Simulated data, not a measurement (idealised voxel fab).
Process module, titled voxel fin reveal
Each square cell in cross-section cut measures 5 nm, and the section as a whole is 300 nm wide.
Cross-section, as written here: a square-cell grid given band by band from the top down, where a band holds one or more rows of cells. Quick guide to a band line: top height, bottom height (nm) up front; then every material left to right with its width in nm. Only one material and it's marked "all across"? Then it fills the band edge to edge. And "empty" just means empty space. Where do heights start? At 0: under that level the wafer as delivered is made of one material only. And the lowest band has no floor; it just carries on downward, as in "top 0, no bottom". Width "30->40": first value at the band's top row of cells, second value at its bottom row, equal change from row to row. Where a step carries "remained unchanged", the cross-section came out of it unchanged, cell for cell. "Closed-off voids" specifies each empty space that is not open to the top and that occupies no fewer than 8 cells, using the form width x height at distance, the distance measured from the left edge and all three quantities in nm. That trailing text on a step's line, after the settings, is the simulator's own remark on the step. The line of a step may include "overlay nm". On a step with a mask, this value is how far to the right of its planned place the mask lay. A negative value means the mask lay to the left.

Process steps (planned):
1: RECEIVE with material Si
2: CONFORMAL_DEP with material SiN, thk nm 10
3: PATTERN with tone cover, mask id FINS, material resist, width nm 15, pitch nm 35, thk nm 20, overlay nm 0
4: DIRECTIONAL_ETCH with etch materials SiN, depth nm 10
5: DIRECTIONAL_ETCH with etch materials Si, depth nm 35
6: STRIP with etch materials resist
7: OXIDIZE with depth nm 5
8: FILL_DEP with material SiO2, thk nm 15
9: CMP with height nm 10
10: SELECTIVE_ETCH with etch materials SiO2, depth nm 25
11: STRIP with etch materials SiN

First of two wafers: run as planned:

Cross-section, incoming material, after step 1:
  top 0, no bottom | Si all across
  Closed-off voids: none

How the wafer stands in section after step 2:
  top 10, bottom 0 | SiN all across
  Everything below 0 is unchanged.

How the wafer stands in section after step 3:
  top 30, bottom 10 | empty (125)  resist (15)  empty (20)  resist (15)  empty (125)
  Everything below 10 is unchanged.

How the wafer stands in section after step 4:
  top 30, bottom 10 | empty (125)  resist (15)  empty (20)  resist (15)  empty (125)
  top 10, bottom 0 | empty (125)  SiN (15)  empty (20)  SiN (15)  empty (125)
  Everything below 0 is unchanged.

How the wafer stands in section after step 5:
  top 30, bottom 10 | empty (125)  resist (15)  empty (20)  resist (15)  empty (125)
  top 10, bottom 0 | empty (125)  SiN (15)  empty (20)  SiN (15)  empty (125)
  top 0, bottom -35 | empty (125)  Si (15)  empty (20)  Si (15)  empty (125)
  Everything below -35 is unchanged.

How the wafer stands in section after step 6:
  top 10, bottom 0 | empty (125)  SiN (15)  empty (20)  SiN (15)  empty (125)
  Everything below 0 is unchanged.

How the wafer stands in section after step 7:
  top 10, bottom 0 | empty (125)  SiN (15)  empty (20)  SiN (15)  empty (125)
  top 0, bottom -35 | empty (125)  SiO2 (5)  Si (5)  SiO2 (5)  empty (20)  SiO2 (5)  Si (5)  SiO2 (5)  empty (125)
  top -35, bottom -40 | SiO2 (130)  Si (5)  SiO2 (30)  Si (5)  SiO2 (130)
  Everything below -40 is unchanged.

How the wafer stands in section after step 8:
  top 25, bottom 10 | SiO2 all across
  top 10, bottom 0 | SiO2 (125)  SiN (15)  SiO2 (20)  SiN (15)  SiO2 (125)
  top 0, bottom -40 | SiO2 (130)  Si (5)  SiO2 (30)  Si (5)  SiO2 (130)
  Everything below -40 is unchanged.

How the wafer stands in section after step 9:
  top 10, bottom 0 | SiO2 (125)  SiN (15)  SiO2 (20)  SiN (15)  SiO2 (125)
  Everything below 0 is unchanged.

How the wafer stands in section after step 10:
  top 10, bottom 0 | empty (125)  SiN (15)  empty (20)  SiN (15)  empty (125)
  top 0, bottom -15 | empty (130)  Si (5)  empty (30)  Si (5)  empty (130)
  Everything below -15 is unchanged.

How the wafer stands in section after step 11:
  top 0, bottom -15 | empty (130)  Si (5)  empty (30)  Si (5)  empty (130)
  Everything below -15 is unchanged.

The second wafer was prepared from the same starting point and under the same plan as the first; its processing contained one mistake, and it remains indistinguishable from the first wafer up to and including step 4:

X-section, second wafer, when step 5 was due to finish:
  top 30, bottom 10 | empty (125)  resist (15)  empty (20)  resist (15)  empty (125)
  top 10, bottom 0 | empty (125)  SiN (15)  empty (20)  SiN (15)  empty (125)
  top 0, bottom -70 | empty (125)  Si (15)  empty (20)  Si (15)  empty (125)
  Everything below -70 is unchanged.

X-section, second wafer, when step 6 was due to finish:
  top 10, bottom 0 | empty (125)  SiN (15)  empty (20)  SiN (15)  empty (125)
  Everything below 0 is unchanged.

X-section, second wafer, when step 7 was due to finish:
  top 10, bottom 0 | empty (125)  SiN (15)  empty (20)  SiN (15)  empty (125)
  top 0, bottom -70 | empty (125)  SiO2 (5)  Si (5)  SiO2 (5)  empty (20)  SiO2 (5)  Si (5)  SiO2 (5)  empty (125)
  top -70, bottom -75 | SiO2 (130)  Si (5)  SiO2 (30)  Si (5)  SiO2 (130)
  Everything below -75 is unchanged.

X-section, second wafer, when step 8 was due to finish:
  top 25, bottom 10 | SiO2 all across
  top 10, bottom 0 | SiO2 (125)  SiN (15)  SiO2 (20)  SiN (15)  SiO2 (125)
  top 0, bottom -75 | SiO2 (130)  Si (5)  SiO2 (30)  Si (5)  SiO2 (130)
  Everything below -75 is unchanged.

X-section, second wafer, when step 9 was due to finish:
  top 10, bottom 0 | SiO2 (125)  SiN (15)  SiO2 (20)  SiN (15)  SiO2 (125)
  Everything below 0 is unchanged.

X-section, second wafer, when step 10 was due to finish:
  top 10, bottom 0 | empty (125)  SiN (15)  empty (20)  SiN (15)  empty (125)
  top 0, bottom -15 | empty (130)  Si (5)  empty (30)  Si (5)  empty (130)
  Everything below -15 is unchanged.

X-section, second wafer, when step 11 was due to finish:
  top 0, bottom -15 | empty (130)  Si (5)  empty (30)  Si (5)  empty (130)
  Everything below -15 is unchanged.
Where did the run depart from the plan? step 5 of the plan was carried out twice
At the finish, the second wafer shows more or fewer cells for some materials than the first does: Si: 406 fewer | SiO2: 406 more
